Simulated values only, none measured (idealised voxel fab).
process module | voxel ribs on slabs
The cross-section shown here is cut; it is 260 nm wide and divided into square cells measuring 5 nm on a side.
In this document a cross-section is written as a grid of square cells. It is given as a series of bands, listed from the top down, and a band is one or more rows of cells.
Heads up on the band format: heights come first, top then bottom, in nm. After that it's the materials left to right, each with its width in nm. A single material flagged "edge to edge" fills the whole band edge to edge, and "blank" means there's empty space there.
Heights are expressed relative to 0, this being the level below which the as-received wafer comprises one material exclusively. The lowest band is unbounded in the downward direction and is denoted as in "0 nm and below".
It should be noted that a width expressed as "30->40" varies in equal increments from row to row of cells within the band, taking the value of the first number at the top row and that of the second number at the bottom row.
The cross-section has no changed cell in any step marked "nothing got changed".
Basically, "Entrapped void list" tells you about the enclosed voids: empty spaces with no open way to the top, 8 cells or bigger, each written width x height at distance, where distance is from the left edge, all in nm.
That trailing text on a step's line, after the settings, is the simulator's own remark on the step.
overlay nm: how far to the right of its planned place the mask lay on this masked step (negative: to the left).

So here's the lineup of process steps we planned:
step 1: RECEIVE (material Si)
step 2: DIRECTIONAL_DEP (material SiO2; thk nm 30)
step 3: DIRECTIONAL_DEP (material SiN; thk nm 20)
step 4: DIRECTIONAL_DEP (material aC; thk nm 10)
step 5: PATTERN (tone cover; mask id RIB; material resist; width nm 20; thk nm 25; overlay nm 0)
step 6: DIRECTIONAL_ETCH (etch materials aC; depth nm 10)
step 7: STRIP (etch materials resist)
step 8: DIRECTIONAL_ETCH (etch materials SiN; depth nm 5)
step 9: STRIP (etch materials aC)
step 10: PATTERN (tone cover; mask id SLAB; material resist; width nm 70; thk nm 15; overlay nm 0)
step 11: DIRECTIONAL_ETCH (etch materials SiN; depth nm 15)
step 12: STRIP (etch materials resist)
step 13: FILL_DEP (material SiO2; thk nm 30)
step 14: CMP (height nm 70)
step 15: DIRECTIONAL_DEP (material TiN; thk nm 5)
step 16: MASKED_ETCH (tone cover; mask id HEATER; width nm 30; etch materials TiN; depth nm 5; overlay nm 0)
step 17: CONFORMAL_DEP (material SiO2; thk nm 5)

Cross-section of the incoming wafer, state after step 1:
* 0 nm and below = Si edge to edge
* Entrapped void list: none

Figure: cross-sectional view of the wafer upon completion of the module, processed from the initial state and according to the plan depicted above, with one error introduced during execution:
* 80 nm to 75 nm = blank: 110  SiO2: 40  blank: 110
* 75 nm to 70 nm = SiO2: 115  TiN: 30  SiO2: 115
* 70 nm to 20 nm = SiO2 edge to edge
* 20 nm to 0 nm = SiN edge to edge
* 0 nm and below = Si edge to edge
* Entrapped void list: none
It is concluded that the wafer was processed incorrectly with respect to the plan, in that order of steps 2 and 3 inverted relative to the plan
